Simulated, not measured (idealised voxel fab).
Process module in this document: voxel gate over fins
Section shown: cut. Width: 200 nm. Cell size: 5 nm, square.
Just so we're on the same page, the cross-sections are grids of square cells, and they're listed out in bands top to bottom, each band one or more rows deep.
Look at the band entry: it leads with the top's height and the bottom's height in nm. Then it lists the materials left to right, with a width in nm for each. The word "full width" on a single material says that material fills the band edge to edge. The word "blank" is empty space.
Note: height 0 marks the level under which the wafer is uniformly one material as received. Lowest band unbounded below, written "0 and below".
The expression "30->40" gives the width at the extremes of the band, the first number at its top row of cells and the second at its bottom row, with the width changing by equal amounts from each row to the next in between.
For the purposes of this document, the phrase "nothing got changed" attached to a step denotes that no cell within the cross-section was modified by that step.
"Cavities, closed" means: voids of 8 cells or more that are shut off from the top with no open way through. Written width x height at distance, distance from the left edge, in nm.
Post-settings text on a step line: simulator's own remark regarding the step.
The setting "overlay nm" may be written on the line of a step. When the step uses a mask, the value reports how far to the right of the planned place the mask lay, and a negative value reports that it lay to the left.

# The steps planned for the process are as follows
1 RECEIVE: material Si
2 CONFORMAL_DEP: material SiN, thk nm 10
3 DIRECTIONAL_DEP: material aC, thk nm 15
4 PATTERN: tone cover, mask id FINS, material resist, width nm 15, pitch nm 40, thk nm 35, overlay nm 0
5 DIRECTIONAL_ETCH: etch materials aC, depth nm 15
6 STRIP: etch materials resist
7 DIRECTIONAL_ETCH: etch materials SiN, depth nm 10
8 DIRECTIONAL_ETCH: etch materials Si, depth nm 35
9 STRIP: etch materials aC
10 OXIDIZE: depth nm 5
11 FILL_DEP: material SiO2, thk nm 15
12 CMP: height nm 10
13 SELECTIVE_ETCH: etch materials SiO2, depth nm 25
14 STRIP: etch materials SiN
15 CONFORMAL_DEP: material HfO2, thk nm 5
16 CONFORMAL_DEP: material TiN, thk nm 5
17 CONFORMAL_DEP: material TiAl, thk nm 5
18 CONFORMAL_DEP: material TiN, thk nm 5
19 FILL_DEP: material W, thk nm 10
20 CMP: height nm 25
21 CONFORMAL_DEP: material SiCN, thk nm 5

# as received, after step 1
    0 and below = Si full width
    Cavities, closed: none

# Same starting wafer, same plan as above, one mistake in the execution; this is the cross-section at the end of the module
    30 down to 25 = SiCN full width
    25 down to 20 = W full width
    20 down to 15 = W=35, then TiN=130, then W=35
    15 down to 10 = W=35, then TiN=5, then TiAl=120, then TiN=5, then W=35
    10 down to 5 = W=35, then TiN=5, then TiAl=5, then TiN=30, then TiAl=10, then TiN=30, then TiAl=10, then TiN=30, then TiAl=5, then TiN=5, then W=35
    5 down to 0 = TiN=40, then TiAl=5, then TiN=5, then HfO2=20, then TiN=5, then TiAl=10, then TiN=5, then HfO2=20, then TiN=5, then TiAl=10, then TiN=5, then HfO2=20, then TiN=5, then TiAl=5, then TiN=40
    0 down to -5 = TiAl=45, then TiN=5, then HfO2=5, then Si=10, then HfO2=5, then TiN=5, then TiAl=10, then TiN=5, then HfO2=5, then Si=10, then HfO2=5, then TiN=5, then TiAl=10, then TiN=5, then HfO2=5, then Si=10, then HfO2=5, then TiN=5, then TiAl=45
    -5 down to -10 = TiN=50, then HfO2=5, then Si=10, then HfO2=5, then TiN=20, then HfO2=5, then Si=10, then HfO2=5, then TiN=20, then HfO2=5, then Si=10, then HfO2=5, then TiN=50
    -10 down to -15 = HfO2=55, then Si=10, then HfO2=30, then Si=10, then HfO2=30, then Si=10, then HfO2=55
    -15 down to -40 = SiO2=55, then Si=10, then SiO2=30, then Si=10, then SiO2=30, then Si=10, then SiO2=55
    -40 and below = Si full width
    Cavities, closed: none
Plan not followed: step 4 ran differently from the plan; actual operation with settings: PATTERN: tone cover, mask id FINS, material resist, width nm 20, pitch nm 40, thk nm 35, overlay nm 0
